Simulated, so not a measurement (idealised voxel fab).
process module | voxel self aligned contacts
cross-section cut | 240 nm wide | cells 5 nm
A cross-section is a grid of square cells, given in bands from the top down. A band is one or more rows of cells.
Each band's line starts with the height of the band's top and of its bottom, in nm. Then come its materials from left to right, each with its width in nm. One material with "throughout" fills the band from edge to edge. "air" is empty space.
Height 0 is the level under which the wafer as received is all one material. The lowest band goes on downwards, as in "0 down".
A width such as "30 to 40" changes by the same amount from each row of cells to the next, from the band's top row to its bottom row.
"no change" after a step means that no cell of the cross-section changed.
closed voids: empty space of 8 cells or more with no open way to the top, each as width x height at its distance from the left edge, in nm
after a step's settings: what the simulator itself notes on the step
overlay nm, on a step with a mask: how far to the right of its planned place the mask lay; to the left if negative
plan
1 op RECEIVE | material Si
2 op OXIDIZE | depth nm 5
3 op DIRECTIONAL_DEP | material polySi | thk nm 25
4 op DIRECTIONAL_DEP | material SiN | thk nm 20
5 op DIRECTIONAL_DEP | material aC | thk nm 15
6 op PATTERN | tone cover | mask id GATE | material resist | width nm 25 | pitch nm 55 | thk nm 30 | overlay nm 0
7 op DIRECTIONAL_ETCH | etch materials aC | depth nm 15
8 op STRIP | etch materials resist
9 op DIRECTIONAL_ETCH | etch materials SiN | depth nm 20
10 op DIRECTIONAL_ETCH | etch materials polySi | depth nm 25
11 op STRIP | etch materials aC
12 op CONFORMAL_DEP | material SiN | thk nm 5
13 op DIRECTIONAL_ETCH | etch materials SiN | depth nm 5
14 op FILL_DEP | material SiO2 | thk nm 20
15 op CMP | height nm 55
16 op PATTERN | tone open | mask id CONTACT | material resist | width nm 40 | pitch nm 55 | thk nm 20 | overlay nm 0
17 op DIRECTIONAL_ETCH | etch materials SiO2 | depth nm 60
18 op STRIP | etch materials resist
19 op CONFORMAL_DEP | material TiN | thk nm 5
20 op FILL_DEP | material W | thk nm 5
21 op CMP | height nm 55
22 op CONFORMAL_DEP | material SiCN | thk nm 5
first wafer, as planned
as received, after step 1
  0 down: Si throughout
  closed voids: none
after step 2
  0 to -5: SiO2 throughout
  below -5: unchanged
after step 3
  25 to 0: polySi throughout
  below 0: unchanged
after step 4
  45 to 25: SiN throughout
  below 25: unchanged
after step 5
  60 to 45: aC throughout
  below 45: unchanged
after step 6
  90 to 60: air 50 | resist 25 | air 30 | resist 25 | air 30 | resist 25 | air 55
  below 60: unchanged
after step 7
  75 to 60: air 50 | resist 25 | air 30 | resist 25 | air 30 | resist 25 | air 55
  60 to 45: air 50 | aC 25 | air 30 | aC 25 | air 30 | aC 25 | air 55
  below 45: unchanged
after step 8
  60 to 45: air 50 | aC 25 | air 30 | aC 25 | air 30 | aC 25 | air 55
  below 45: unchanged
after step 9
  60 to 45: air 50 | aC 25 | air 30 | aC 25 | air 30 | aC 25 | air 55
  45 to 25: air 50 | SiN 25 | air 30 | SiN 25 | air 30 | SiN 25 | air 55
  below 25: unchanged
after step 10
  60 to 45: air 50 | aC 25 | air 30 | aC 25 | air 30 | aC 25 | air 55
  45 to 25: air 50 | SiN 25 | air 30 | SiN 25 | air 30 | SiN 25 | air 55
  25 to 0: air 50 | polySi 25 | air 30 | polySi 25 | air 30 | polySi 25 | air 55
  below 0: unchanged
after step 11
  45 to 25: air 50 | SiN 25 | air 30 | SiN 25 | air 30 | SiN 25 | air 55
  below 25: unchanged
after step 12
  50 to 25: air 45 | SiN 35 | air 20 | SiN 35 | air 20 | SiN 35 | air 50
  25 to 5: air 45 | SiN 5 | polySi 25 | SiN 5 | air 20 | SiN 5 | polySi 25 | SiN 5 | air 20 | SiN 5 | polySi 25 | SiN 5 | air 50
  5 to 0: SiN 50 | polySi 25 | SiN 30 | polySi 25 | SiN 30 | polySi 25 | SiN 55
  below 0: unchanged
after step 13
  45 to 25: air 45 | SiN 35 | air 20 | SiN 35 | air 20 | SiN 35 | air 50
  25 to 0: air 45 | SiN 5 | polySi 25 | SiN 5 | air 20 | SiN 5 | polySi 25 | SiN 5 | air 20 | SiN 5 | polySi 25 | SiN 5 | air 50
  below 0: unchanged
after step 14
  65 to 45: SiO2 throughout
  45 to 25: SiO2 45 | SiN 35 | SiO2 20 | SiN 35 | SiO2 20 | SiN 35 | SiO2 50
  25 to 0: SiO2 45 | SiN 5 | polySi 25 | SiN 5 | SiO2 20 | SiN 5 | polySi 25 | SiN 5 | SiO2 20 | SiN 5 | polySi 25 | SiN 5 | SiO2 50
  below 0: unchanged
after step 15
  55 to 45: SiO2 throughout
  below 45: unchanged
after step 16
  75 to 55: resist 70 | air 40 | resist 15 | air 40 | resist 75
  below 55: unchanged
after step 17
  75 to 55: resist 70 | air 40 | resist 15 | air 40 | resist 75
  55 to 45: SiO2 70 | air 40 | SiO2 15 | air 40 | SiO2 75
  45 to 25: SiO2 45 | SiN 35 | air 20 | SiN 35 | air 20 | SiN 35 | SiO2 50
  25 to 0: SiO2 45 | SiN 5 | polySi 25 | SiN 5 | air 20 | SiN 5 | polySi 25 | SiN 5 | air 20 | SiN 5 | polySi 25 | SiN 5 | SiO2 50
  0 to -5: SiO2 80 | air 20 | SiO2 35 | air 20 | SiO2 85
  below -5: unchanged
after step 18
  55 to 45: SiO2 70 | air 40 | SiO2 15 | air 40 | SiO2 75
  below 45: unchanged
after step 19
  60 to 55: TiN 75 | air 30 | TiN 25 | air 30 | TiN 80
  55 to 45: SiO2 70 | TiN 5 to 15 | air 30 to 10 | TiN 5 to 15 | SiO2 15 | TiN 5 to 15 | air 30 to 10 | TiN 5 to 15 | SiO2 75
  45 to 25: SiO2 45 | SiN 35 | TiN 5 | air 10 | TiN 5 | SiN 35 | TiN 5 | air 10 | TiN 5 | SiN 35 | SiO2 50
  25 to 0: SiO2 45 | SiN 5 | polySi 25 | SiN 5 | TiN 5 | air 10 | TiN 5 | SiN 5 | polySi 25 | SiN 5 | TiN 5 | air 10 | TiN 5 | SiN 5 | polySi 25 | SiN 5 | SiO2 50
  0 to -5: SiO2 80 | TiN 20 | SiO2 35 | TiN 20 | SiO2 85
  below -5: unchanged
after step 20
  65 to 60: W throughout
  60 to 55: TiN 75 | W 30 | TiN 25 | W 30 | TiN 80
  55 to 45: SiO2 70 | TiN 5 to 15 | W 30 to 10 | TiN 5 to 15 | SiO2 15 | TiN 5 to 15 | W 30 to 10 | TiN 5 to 15 | SiO2 75
  45 to 25: SiO2 45 | SiN 35 | TiN 5 | W 10 | TiN 5 | SiN 35 | TiN 5 | W 10 | TiN 5 | SiN 35 | SiO2 50
  25 to 0: SiO2 45 | SiN 5 | polySi 25 | SiN 5 | TiN 5 | W 10 | TiN 5 | SiN 5 | polySi 25 | SiN 5 | TiN 5 | W 10 | TiN 5 | SiN 5 | polySi 25 | SiN 5 | SiO2 50
  below 0: unchanged
after step 21
  55 to 45: SiO2 70 | TiN 5 to 15 | W 30 to 10 | TiN 5 to 15 | SiO2 15 | TiN 5 to 15 | W 30 to 10 | TiN 5 to 15 | SiO2 75
  below 45: unchanged
after step 22
  60 to 55: SiCN throughout
  below 55: unchanged
second wafer: like start, like plan, one mistake. Through step 1 it matches the first wafer
when step 2 should have ended: no change
when step 3 should have ended
  25 to 0: polySi throughout
  below 0: unchanged
when step 4 should have ended
  45 to 25: SiN throughout
  below 25: unchanged
when step 5 should have ended
  60 to 45: aC throughout
  below 45: unchanged
when step 6 should have ended
  90 to 60: air 50 | resist 25 | air 30 | resist 25 | air 30 | resist 25 | air 55
  below 60: unchanged
when step 7 should have ended
  75 to 60: air 50 | resist 25 | air 30 | resist 25 | air 30 | resist 25 | air 55
  60 to 45: air 50 | aC 25 | air 30 | aC 25 | air 30 | aC 25 | air 55
  below 45: unchanged
when step 8 should have ended
  60 to 45: air 50 | aC 25 | air 30 | aC 25 | air 30 | aC 25 | air 55
  below 45: unchanged
when step 9 should have ended
  60 to 45: air 50 | aC 25 | air 30 | aC 25 | air 30 | aC 25 | air 55
  45 to 25: air 50 | SiN 25 | air 30 | SiN 25 | air 30 | SiN 25 | air 55
  below 25: unchanged
when step 10 should have ended
  60 to 45: air 50 | aC 25 | air 30 | aC 25 | air 30 | aC 25 | air 55
  45 to 25: air 50 | SiN 25 | air 30 | SiN 25 | air 30 | SiN 25 | air 55
  25 to 0: air 50 | polySi 25 | air 30 | polySi 25 | air 30 | polySi 25 | air 55
  below 0: unchanged
when step 11 should have ended
  45 to 25: air 50 | SiN 25 | air 30 | SiN 25 | air 30 | SiN 25 | air 55
  below 25: unchanged
when step 12 should have ended
  50 to 25: air 45 | SiN 35 | air 20 | SiN 35 | air 20 | SiN 35 | air 50
  25 to 5: air 45 | SiN 5 | polySi 25 | SiN 5 | air 20 | SiN 5 | polySi 25 | SiN 5 | air 20 | SiN 5 | polySi 25 | SiN 5 | air 50
  5 to 0: SiN 50 | polySi 25 | SiN 30 | polySi 25 | SiN 30 | polySi 25 | SiN 55
  below 0: unchanged
when step 13 should have ended
  45 to 25: air 45 | SiN 35 | air 20 | SiN 35 | air 20 | SiN 35 | air 50
  25 to 0: air 45 | SiN 5 | polySi 25 | SiN 5 | air 20 | SiN 5 | polySi 25 | SiN 5 | air 20 | SiN 5 | polySi 25 | SiN 5 | air 50
  below 0: unchanged
when step 14 should have ended
  65 to 45: SiO2 throughout
  45 to 25: SiO2 45 | SiN 35 | SiO2 20 | SiN 35 | SiO2 20 | SiN 35 | SiO2 50
  25 to 0: SiO2 45 | SiN 5 | polySi 25 | SiN 5 | SiO2 20 | SiN 5 | polySi 25 | SiN 5 | SiO2 20 | SiN 5 | polySi 25 | SiN 5 | SiO2 50
  below 0: unchanged
when step 15 should have ended
  55 to 45: SiO2 throughout
  below 45: unchanged
when step 16 should have ended
  75 to 55: resist 70 | air 40 | resist 15 | air 40 | resist 75
  below 55: unchanged
when step 17 should have ended
  75 to 55: resist 70 | air 40 | resist 15 | air 40 | resist 75
  55 to 45: SiO2 70 | air 40 | SiO2 15 | air 40 | SiO2 75
  45 to 25: SiO2 45 | SiN 35 | air 20 | SiN 35 | air 20 | SiN 35 | SiO2 50
  25 to 0: SiO2 45 | SiN 5 | polySi 25 | SiN 5 | air 20 | SiN 5 | polySi 25 | SiN 5 | air 20 | SiN 5 | polySi 25 | SiN 5 | SiO2 50
  below 0: unchanged
when step 18 should have ended
  55 to 45: SiO2 70 | air 40 | SiO2 15 | air 40 | SiO2 75
  below 45: unchanged
when step 19 should have ended
  60 to 55: TiN 75 | air 30 | TiN 25 | air 30 | TiN 80
  55 to 45: SiO2 70 | TiN 5 to 15 | air 30 to 10 | TiN 5 to 15 | SiO2 15 | TiN 5 to 15 | air 30 to 10 | TiN 5 to 15 | SiO2 75
  45 to 25: SiO2 45 | SiN 35 | TiN 5 | air 10 | TiN 5 | SiN 35 | TiN 5 | air 10 | TiN 5 | SiN 35 | SiO2 50
  25 to 5: SiO2 45 | SiN 5 | polySi 25 | SiN 5 | TiN 5 | air 10 | TiN 5 | SiN 5 | polySi 25 | SiN 5 | TiN 5 | air 10 | TiN 5 | SiN 5 | polySi 25 | SiN 5 | SiO2 50
  5 to 0: SiO2 45 | SiN 5 | polySi 25 | SiN 5 | TiN 20 | SiN 5 | polySi 25 | SiN 5 | TiN 20 | SiN 5 | polySi 25 | SiN 5 | SiO2 50
  below 0: unchanged
when step 20 should have ended
  65 to 60: W throughout
  60 to 55: TiN 75 | W 30 | TiN 25 | W 30 | TiN 80
  55 to 45: SiO2 70 | TiN 5 to 15 | W 30 to 10 | TiN 5 to 15 | SiO2 15 | TiN 5 to 15 | W 30 to 10 | TiN 5 to 15 | SiO2 75
  45 to 25: SiO2 45 | SiN 35 | TiN 5 | W 10 | TiN 5 | SiN 35 | TiN 5 | W 10 | TiN 5 | SiN 35 | SiO2 50
  25 to 5: SiO2 45 | SiN 5 | polySi 25 | SiN 5 | TiN 5 | W 10 | TiN 5 | SiN 5 | polySi 25 | SiN 5 | TiN 5 | W 10 | TiN 5 | SiN 5 | polySi 25 | SiN 5 | SiO2 50
  below 5: unchanged
when step 21 should have ended
  55 to 45: SiO2 70 | TiN 5 to 15 | W 30 to 10 | TiN 5 to 15 | SiO2 15 | TiN 5 to 15 | W 30 to 10 | TiN 5 to 15 | SiO2 75
  below 45: unchanged
when step 22 should have ended
  60 to 55: SiCN throughout
  below 55: unchanged
what went wrong: step 2 was left out
at the end the second wafer has, in cells: 48 more of Si | 40 fewer of SiO2 | 4 fewer of TiN | 4 fewer of W
